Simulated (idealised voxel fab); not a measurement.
process module | voxel self aligned vias
cross-section cut | 255 nm wide | cells 5 nm
A cross-section is a grid of square cells, given in bands from the top down. A band is one or more rows of cells.
Each band's line starts with the height of the band's top and of its bottom, in nm. Then come its materials from left to right, each with its width in nm. One material with "throughout" fills the band from edge to edge. "air" is empty space.
Height 0 is the level under which the wafer as received is all one material. The lowest band goes on downwards, as in "0 down".
A width such as "30 to 40" changes by the same amount from each row of cells to the next, from the band's top row to its bottom row.
"no change" after a step means that no cell of the cross-section changed.
closed voids: empty space of 8 cells or more with no open way to the top, each as width x height at its distance from the left edge, in nm
after a step's settings: what the simulator itself notes on the step
overlay nm, on a step with a mask: how far to the right of its planned place the mask lay; to the left if negative
plan
1 op RECEIVE | material Si
2 op CONFORMAL_DEP | material SiO2 | thk nm 10
3 op CONFORMAL_DEP | material SiCN | thk nm 5
4 op DIRECTIONAL_DEP | material lowk | thk nm 30
5 op PATTERN | tone open | mask id LINES | material resist | width nm 25 | pitch nm 70 | thk nm 15 | overlay nm 0
6 op DIRECTIONAL_ETCH | etch materials lowk | depth nm 30
7 op STRIP | etch materials resist
8 op CONFORMAL_DEP | material TiN | thk nm 5
9 op FILL_DEP | material Ru | thk nm 5
10 op CMP | height nm 45
11 op SELECTIVE_ETCH | etch materials W Ru TiN | depth nm 5
12 op FILL_DEP | material SiN | thk nm 10
13 op CMP | height nm 45
14 op DIRECTIONAL_DEP | material lowk | thk nm 15
15 op DIRECTIONAL_DEP | material aC | thk nm 10
16 op PATTERN | tone open | mask id VIAS | material resist | width nm 45 | thk nm 30 | overlay nm 0
17 op DIRECTIONAL_ETCH | etch materials aC | depth nm 10
18 op STRIP | etch materials resist
19 op DIRECTIONAL_ETCH | etch materials lowk | depth nm 15
20 op DIRECTIONAL_ETCH | etch materials SiN | depth nm 5
21 op STRIP | etch materials aC
22 op CONFORMAL_DEP | material TiN | thk nm 5
23 op FILL_DEP | material Ru | thk nm 5
24 op CMP | height nm 60
25 op CONFORMAL_DEP | material SiN | thk nm 5
first wafer, as planned
as received, after step 1
  0 down: Si throughout
  closed voids: none
after step 2
  10 to 0: SiO2 throughout
  below 0: unchanged
after step 3
  15 to 10: SiCN throughout
  below 10: unchanged
after step 4
  45 to 15: lowk throughout
  below 15: unchanged
after step 5
  60 to 45: resist 80 | air 25 | resist 45 | air 25 | resist 80
  below 45: unchanged
after step 6
  60 to 45: resist 80 | air 25 | resist 45 | air 25 | resist 80
  45 to 15: lowk 80 | air 25 | lowk 45 | air 25 | lowk 80
  below 15: unchanged
after step 7
  45 to 15: lowk 80 | air 25 | lowk 45 | air 25 | lowk 80
  below 15: unchanged
after step 8
  50 to 45: TiN 85 | air 15 | TiN 55 | air 15 | TiN 85
  45 to 20: lowk 80 | TiN 5 | air 15 | TiN 5 | lowk 45 | TiN 5 | air 15 | TiN 5 | lowk 80
  20 to 15: lowk 80 | TiN 25 | lowk 45 | TiN 25 | lowk 80
  below 15: unchanged
after step 9
  55 to 50: Ru throughout
  50 to 45: TiN 85 | Ru 15 | TiN 55 | Ru 15 | TiN 85
  45 to 20: lowk 80 | TiN 5 | Ru 15 | TiN 5 | lowk 45 | TiN 5 | Ru 15 | TiN 5 | lowk 80
  below 20: unchanged
after step 10
  45 to 20: lowk 80 | TiN 5 | Ru 15 | TiN 5 | lowk 45 | TiN 5 | Ru 15 | TiN 5 | lowk 80
  below 20: unchanged
after step 11
  45 to 40: lowk 80 | air 25 | lowk 45 | air 25 | lowk 80
  below 40: unchanged
after step 12
  55 to 45: SiN throughout
  45 to 40: lowk 80 | SiN 25 | lowk 45 | SiN 25 | lowk 80
  below 40: unchanged
after step 13
  45 to 40: lowk 80 | SiN 25 | lowk 45 | SiN 25 | lowk 80
  below 40: unchanged
after step 14
  60 to 45: lowk throughout
  below 45: unchanged
after step 15
  70 to 60: aC throughout
  below 60: unchanged
after step 16
  100 to 70: resist 70 | air 45 | resist 140
  below 70: unchanged
after step 17
  90 to 70: resist 70 | air 45 | resist 140
  70 to 60: aC 70 | air 45 | aC 140
  below 60: unchanged
after step 18
  70 to 60: aC 70 | air 45 | aC 140
  below 60: unchanged
after step 19
  70 to 60: aC 70 | air 45 | aC 140
  60 to 45: lowk 70 | air 45 | lowk 140
  below 45: unchanged
after step 20
  70 to 60: aC 70 | air 45 | aC 140
  60 to 45: lowk 70 | air 45 | lowk 140
  45 to 40: lowk 80 | air 25 | lowk 45 | SiN 25 | lowk 80
  below 40: unchanged
after step 21
  60 to 45: lowk 70 | air 45 | lowk 140
  below 45: unchanged
after step 22
  65 to 60: TiN 75 | air 35 | TiN 145
  60 to 50: lowk 70 | TiN 5 | air 35 | TiN 5 | lowk 140
  50 to 45: lowk 70 | TiN 15 | air 15 | TiN 15 | lowk 140
  45 to 40: lowk 80 | TiN 25 | lowk 45 | SiN 25 | lowk 80
  below 40: unchanged
after step 23
  70 to 65: Ru throughout
  65 to 60: TiN 75 | Ru 35 | TiN 145
  60 to 50: lowk 70 | TiN 5 | Ru 35 | TiN 5 | lowk 140
  50 to 45: lowk 70 | TiN 15 | Ru 15 | TiN 15 | lowk 140
  below 45: unchanged
after step 24
  60 to 50: lowk 70 | TiN 5 | Ru 35 | TiN 5 | lowk 140
  below 50: unchanged
after step 25
  65 to 60: SiN throughout
  below 60: unchanged
second wafer: like start, like plan, one mistake. Through step 15 it matches the first wafer
when step 16 should have ended
  100 to 70: resist 65 | air 45 | resist 145
  below 70: unchanged
when step 17 should have ended
  90 to 70: resist 65 | air 45 | resist 145
  70 to 60: aC 65 | air 45 | aC 145
  below 60: unchanged
when step 18 should have ended
  70 to 60: aC 65 | air 45 | aC 145
  below 60: unchanged
when step 19 should have ended
  70 to 60: aC 65 | air 45 | aC 145
  60 to 45: lowk 65 | air 45 | lowk 145
  below 45: unchanged
when step 20 should have ended
  70 to 60: aC 65 | air 45 | aC 145
  60 to 45: lowk 65 | air 45 | lowk 145
  45 to 40: lowk 80 | air 25 | lowk 45 | SiN 25 | lowk 80
  below 40: unchanged
when step 21 should have ended
  60 to 45: lowk 65 | air 45 | lowk 145
  below 45: unchanged
when step 22 should have ended
  65 to 60: TiN 70 | air 35 | TiN 150
  60 to 50: lowk 65 | TiN 5 | air 35 | TiN 5 | lowk 145
  50 to 45: lowk 65 | TiN 20 | air 15 | TiN 10 | lowk 145
  45 to 40: lowk 80 | TiN 25 | lowk 45 | SiN 25 | lowk 80
  below 40: unchanged
when step 23 should have ended
  70 to 65: Ru throughout
  65 to 60: TiN 70 | Ru 35 | TiN 150
  60 to 50: lowk 65 | TiN 5 | Ru 35 | TiN 5 | lowk 145
  50 to 45: lowk 65 | TiN 20 | Ru 15 | TiN 10 | lowk 145
  below 45: unchanged
when step 24 should have ended
  60 to 50: lowk 65 | TiN 5 | Ru 35 | TiN 5 | lowk 145
  below 50: unchanged
when step 25 should have ended
  65 to 60: SiN throughout
  below 60: unchanged
what went wrong: step 16 ran as: op PATTERN | tone open | mask id VIAS | material resist | width nm 45 | thk nm 30 | overlay nm -5
at the end the second wafer has, in cells: as many of each material as the first, in other places
